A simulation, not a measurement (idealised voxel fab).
The process module presented herein is designated voxel trench capacitor.
Cross-sectional view cut (width: 215 nm; square cell size: 5 nm).
Heads up, the way a cross-section reads in here is a grid of square cells, handed over as bands from the top down, with every band being one or more rows of cells.
Look at the band entry: it leads with the top's height and the bottom's height in nm. Then it lists the materials left to right, with a width in nm for each. The word "throughout" on a single material says that material fills the band edge to edge. The word "blank" is empty space.
Counting heights begins at 0, where everything beneath is, in the wafer as received, one material. The lowest band has no bottom; it goes on downwards, as "top 0, no bottom" shows.
Width: "30 to 40" (first number = top row, second number = bottom row, same change from row to row of cells).
Reading "stayed the same" for a step: not a cell of the cross-section changed in it.
In the "Closed void list" entry, you get each enclosed empty space of 8 cells or more, one with no open way to the top, written width x height at distance, distance from the left edge, in nm.
If you see something after the settings on a step's line, that's the simulator's own remark about that step.
You can add "overlay nm" to a step's line. For a step with a mask, it describes how far the mask lay to the right of its planned position, and a negative number describes a lay to the left.

[Set out below are the planned steps of the process]
1,RECEIVE: material Si
2,CONFORMAL_DEP: material SiN, thk nm 10
3,MASKED_ETCH: tone open, mask id TRENCH, width nm 30, pitch nm 45, etch materials SiN, depth nm 10, overlay nm 0
4,MASKED_ETCH: tone open, mask id TRENCH, width nm 30, pitch nm 45, etch materials Si, depth nm 25, overlay nm 0
5,CONFORMAL_DEP: material Al2O3, thk nm 5
6,CONFORMAL_DEP: material TiN, thk nm 5
7,FILL_DEP: material W, thk nm 5
8,CMP: height nm 10

[Incoming wafer, cross-sectional view, post step 1]
> top 0, no bottom  Si throughout
> Closed void list: none

[Figure: cross-sectional view of the wafer upon completion of the module, processed from the initial state and according to the plan depicted above, with one error introduced during execution]
> top 10, bottom 0  45 nm SiN / 5 nm W / 5 nm TiN / 10 nm W / 5 nm TiN / 5 nm W / 15 nm SiN / 5 nm W / 5 nm TiN / 10 nm W / 5 nm TiN / 5 nm W / 15 nm SiN / 5 nm W / 5 nm TiN / 10 nm W / 5 nm TiN / 5 nm W / 50 nm SiN
> top 0, bottom -15  45 nm Si / 5 nm W / 5 nm TiN / 10 nm W / 5 nm TiN / 5 nm W / 15 nm Si / 5 nm W / 5 nm TiN / 10 nm W / 5 nm TiN / 5 nm W / 15 nm Si / 5 nm W / 5 nm TiN / 10 nm W / 5 nm TiN / 5 nm W / 50 nm Si
> top -15, bottom -20  45 nm Si / 5 nm W / 20 nm TiN / 5 nm W / 15 nm Si / 5 nm W / 20 nm TiN / 5 nm W / 15 nm Si / 5 nm W / 20 nm TiN / 5 nm W / 50 nm Si
> top -20, bottom -25  45 nm Si / 30 nm W / 15 nm Si / 30 nm W / 15 nm Si / 30 nm W / 50 nm Si
> top -25, no bottom  Si throughout
> Closed void list: none
what went wrong: rather than as planned, step 5 actually ran as CONFORMAL_DEP: material W, thk nm 5
